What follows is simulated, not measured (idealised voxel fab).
The following process module bears the name voxel ribs on slabs.
Cross-sectional view cut (width: 265 nm; square cell size: 5 nm).
In this document a cross-section is written as a grid of square cells. It is given as a series of bands, listed from the top down, and a band is one or more rows of cells. What a band's entry tells you: where the top is and where the bottom is, as heights in nm, and after that what lies inside, material by material from left to right, each with its width in nm. Empty space is written as the word "air", and a single material marked with the word "edge to edge" occupies the band from edge to edge. All heights in this document are referenced to 0, defined as the level beneath which the wafer, as received, consists entirely of one material. The lowest band is not bounded below; it extends indefinitely downward and is written in the form "0..down". Graded width ("30 to 40"): value in top row of band = first number; value in bottom row = second number; row-to-row change constant. You'll sometimes find "nothing different" written for a step, and that's the way of saying that nowhere in the cross-section did a cell change during that step. Empty spaces without an open route to the top, at least 8 cells in extent, make up the entry "closed voids"; each is given as width x height at distance, where the distance is measured from the left edge, and all are in nm. Where a step's line continues beyond its settings, the continuation is a remark by the simulator itself on that step. "overlay nm" on a masked step: distance the mask lay right of its planned place, negative for left.

Plan:
| 1 | RECEIVE | material Si |
| 2 | DIRECTIONAL_DEP | material SiO2 | thk nm 30 |
| 3 | DIRECTIONAL_DEP | material polySi | thk nm 20 |
| 4 | DIRECTIONAL_DEP | material aC | thk nm 15 |
| 5 | PATTERN | tone cover | mask id RIB | material resist | width nm 30 | thk nm 35 | overlay nm 0 |
| 6 | DIRECTIONAL_ETCH | etch materials aC | depth nm 15 |
| 7 | STRIP | etch materials resist |
| 8 | DIRECTIONAL_ETCH | etch materials polySi | depth nm 10 |
| 9 | STRIP | etch materials aC |
| 10 | DIRECTIONAL_DEP | material aC | thk nm 10 |
| 11 | PATTERN | tone cover | mask id SLAB | material resist | width nm 80 | thk nm 25 | overlay nm 0 |
| 12 | DIRECTIONAL_ETCH | etch materials aC | depth nm 10 |
| 13 | STRIP | etch materials resist |
| 14 | DIRECTIONAL_ETCH | etch materials polySi | depth nm 10 |
| 15 | STRIP | etch materials aC |
| 16 | FILL_DEP | material SiO2 | thk nm 25 |
| 17 | CMP | height nm 70 |
| 18 | DIRECTIONAL_DEP | material W | thk nm 10 |
| 19 | MASKED_ETCH | tone cover | mask id HEATER | width nm 40 | etch materials W | depth nm 10 | overlay nm 0 |
| 20 | CONFORMAL_DEP | material SiO2 | thk nm 10 |

First wafer, as planned:

Cross-section, incoming material, after step 1:
	0..down | Si edge to edge
	closed voids: none

You're looking at a cross-section of the wafer after step 2:
	30..0 | SiO2 edge to edge
	Anything lower than 0 is untouched.

You're looking at a cross-section of the wafer after step 3:
	50..30 | polySi edge to edge
	Anything lower than 30 is untouched.

You're looking at a cross-section of the wafer after step 4:
	65..50 | aC edge to edge
	Anything lower than 50 is untouched.

You're looking at a cross-section of the wafer after step 5:
	100..65 | air (115) | resist (30) | air (120)
	Anything lower than 65 is untouched.

You're looking at a cross-section of the wafer after step 6:
	85..65 | air (115) | resist (30) | air (120)
	65..50 | air (115) | aC (30) | air (120)
	Anything lower than 50 is untouched.

You're looking at a cross-section of the wafer after step 7:
	65..50 | air (115) | aC (30) | air (120)
	Anything lower than 50 is untouched.

You're looking at a cross-section of the wafer after step 8:
	65..50 | air (115) | aC (30) | air (120)
	50..40 | air (115) | polySi (30) | air (120)
	Anything lower than 40 is untouched.

You're looking at a cross-section of the wafer after step 9:
	50..40 | air (115) | polySi (30) | air (120)
	Anything lower than 40 is untouched.

You're looking at a cross-section of the wafer after step 10:
	60..50 | air (115) | aC (30) | air (120)
	50..40 | aC (115) | polySi (30) | aC (120)
	Anything lower than 40 is untouched.

You're looking at a cross-section of the wafer after step 11:
	85..60 | air (90) | resist (80) | air (95)
	60..50 | air (90) | resist (25) | aC (30) | resist (25) | air (95)
	Anything lower than 50 is untouched.

You're looking at a cross-section of the wafer after step 12:
	75..60 | air (90) | resist (80) | air (95)
	60..50 | air (90) | resist (25) | aC (30) | resist (25) | air (95)
	50..40 | air (90) | aC (25) | polySi (30) | aC (25) | air (95)
	Anything lower than 40 is untouched.

You're looking at a cross-section of the wafer after step 13:
	60..50 | air (115) | aC (30) | air (120)
	Anything lower than 50 is untouched.

You're looking at a cross-section of the wafer after step 14:
	60..50 | air (115) | aC (30) | air (120)
	50..40 | air (90) | aC (25) | polySi (30) | aC (25) | air (95)
	40..30 | air (90) | polySi (80) | air (95)
	Anything lower than 30 is untouched.

You're looking at a cross-section of the wafer after step 15:
	50..40 | air (115) | polySi (30) | air (120)
	Anything lower than 40 is untouched.

You're looking at a cross-section of the wafer after step 16:
	75..50 | SiO2 edge to edge
	50..40 | SiO2 (115) | polySi (30) | SiO2 (120)
	40..30 | SiO2 (90) | polySi (80) | SiO2 (95)
	Anything lower than 30 is untouched.

You're looking at a cross-section of the wafer after step 17:
	70..50 | SiO2 edge to edge
	Anything lower than 50 is untouched.

You're looking at a cross-section of the wafer after step 18:
	80..70 | W edge to edge
	Anything lower than 70 is untouched.

You're looking at a cross-section of the wafer after step 19:
	80..70 | air (110) | W (40) | air (115)
	Anything lower than 70 is untouched.

You're looking at a cross-section of the wafer after step 20:
	90..80 | air (100) | SiO2 (60) | air (105)
	80..70 | SiO2 (110) | W (40) | SiO2 (115)
	Anything lower than 70 is untouched.

It is to be noted that the second wafer proceeded from the same initial state and according to the same plan as the first, although one mistake was committed in its execution; through step 4, inclusive, the two wafers share an identical history:

Cross-section of the second wafer when, according to plan, step 5 should have finished:
	100..65 | air (115) | resist (35) | air (115)
	Anything lower than 65 is untouched.

Cross-section of the second wafer when, according to plan, step 6 should have finished:
	85..65 | air (115) | resist (35) | air (115)
	65..50 | air (115) | aC (35) | air (115)
	Anything lower than 50 is untouched.

Cross-section of the second wafer when, according to plan, step 7 should have finished:
	65..50 | air (115) | aC (35) | air (115)
	Anything lower than 50 is untouched.

Cross-section of the second wafer when, according to plan, step 8 should have finished:
	65..50 | air (115) | aC (35) | air (115)
	50..40 | air (115) | polySi (35) | air (115)
	Anything lower than 40 is untouched.

Cross-section of the second wafer when, according to plan, step 9 should have finished:
	50..40 | air (115) | polySi (35) | air (115)
	Anything lower than 40 is untouched.

Cross-section of the second wafer when, according to plan, step 10 should have finished:
	60..50 | air (115) | aC (35) | air (115)
	50..40 | aC (115) | polySi (35) | aC (115)
	Anything lower than 40 is untouched.

Cross-section of the second wafer when, according to plan, step 11 should have finished:
	85..60 | air (90) | resist (80) | air (95)
	60..50 | air (90) | resist (25) | aC (35) | resist (20) | air (95)
	Anything lower than 50 is untouched.

Cross-section of the second wafer when, according to plan, step 12 should have finished:
	75..60 | air (90) | resist (80) | air (95)
	60..50 | air (90) | resist (25) | aC (35) | resist (20) | air (95)
	50..40 | air (90) | aC (25) | polySi (35) | aC (20) | air (95)
	Anything lower than 40 is untouched.

Cross-section of the second wafer when, according to plan, step 13 should have finished:
	60..50 | air (115) | aC (35) | air (115)
	Anything lower than 50 is untouched.

Cross-section of the second wafer when, according to plan, step 14 should have finished:
	60..50 | air (115) | aC (35) | air (115)
	50..40 | air (90) | aC (25) | polySi (35) | aC (20) | air (95)
	40..30 | air (90) | polySi (80) | air (95)
	Anything lower than 30 is untouched.

Cross-section of the second wafer when, according to plan, step 15 should have finished:
	50..40 | air (115) | polySi (35) | air (115)
	Anything lower than 40 is untouched.

Cross-section of the second wafer when, according to plan, step 16 should have finished:
	75..50 | SiO2 edge to edge
	50..40 | SiO2 (115) | polySi (35) | SiO2 (115)
	40..30 | SiO2 (90) | polySi (80) | SiO2 (95)
	Anything lower than 30 is untouched.

Cross-section of the second wafer when, according to plan, step 17 should have finished:
	70..50 | SiO2 edge to edge
	Anything lower than 50 is untouched.

Cross-section of the second wafer when, according to plan, step 18 should have finished:
	80..70 | W edge to edge
	Anything lower than 70 is untouched.

Cross-section of the second wafer when, according to plan, step 19 should have finished:
	80..70 | air (110) | W (40) | air (115)
	Anything lower than 70 is untouched.

Cross-section of the second wafer when, according to plan, step 20 should have finished:
	90..80 | air (100) | SiO2 (60) | air (105)
	80..70 | SiO2 (110) | W (40) | SiO2 (115)
	Anything lower than 70 is untouched.
Processing error: contrary to plan, step 5 was performed as PATTERN | tone cover | mask id RIB | material resist | width nm 35 | thk nm 35 | overlay nm 0
Counted in cells at the end, the second wafer holds more or fewer of these materials than the first: SiO2: 2 fewer; polySi: 2 more
